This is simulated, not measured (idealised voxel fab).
The process module that follows is named voxel local oxidation.
Section cut is 185 nm wide and gridded with 5 nm square cells.
A cross-section is a grid of square cells, given in bands from the top down. A band is one or more rows of cells.
First you get the band's top height and its bottom height, in nm, and then the materials it's made of, left to right, with each width in nm. If you see a single material with "full width", that one covers the band edge to edge. "blank" is empty space.
Measure heights from 0. That's the level where, below it, the as-received wafer is all one material. The lowest band is bottomless and extends downward; write it as in "from 0 down".
You'd read "30 to 40" like this: the band's top row of cells is as wide as the first number, its bottom row is as wide as the second, and going down, every row changes width by the same amount as the row before did.
Step note "same as before" = no cross-section cell changed.
Entry "Closed void roster". Content: empty spaces with no open connection to the top, size 8 cells or greater. Each: width x height at distance. Distance: from left edge. Unit: nm.
If you see something after the settings on a step's line, that's the simulator's own remark about that step.
overlay nm: step with mask; distance mask lay right of planned place; negative value = left of planned place.
# Below is the list of planned process steps
1: RECEIVE, material Si
2: CONFORMAL_DEP, material SiO2, thk nm 5
3: CONFORMAL_DEP, material SiN, thk nm 10
4: MASKED_ETCH, tone cover, mask id ACTIVE, width nm 90, etch materials SiN, depth nm 10, overlay nm 0
5: SELECTIVE_ETCH, etch materials SiO2, depth nm 5
6: OXIDIZE, depth nm 10
7: STRIP, etch materials SiN
# The cross-section here shows the wafer as received, i.e. in its state after step 1
    from 0 down: Si full width
    Closed void roster: none
# Cross-sectional image of the first of two wafers at the end of the module, the run having proceeded as planned
    from 5 to 0: blank 50 nm  SiO2 80 nm  blank 55 nm
    from 0 to -10: SiO2 60 nm  Si 60 nm  SiO2 65 nm
    from -10 down: Si full width
    Closed void roster: none
# second wafer at the end: like start, like plan, one mistake
    from 5 to 0: blank 45 nm  SiO2 90 nm  blank 50 nm
    from 0 to -10: SiO2 55 nm  Si 70 nm  SiO2 60 nm
    from -10 down: Si full width
    Closed void roster: none
What went wrong in running the wafer? step 4 was run on a setting that differed from the plan, and what really ran there is MASKED_ETCH, tone cover, mask id ACTIVE, width nm 100, etch materials SiN, depth nm 10, overlay nm 0
FYI, end of process, the second wafer has more or fewer cells of some materials than the first: Si +4, SiO2 -2
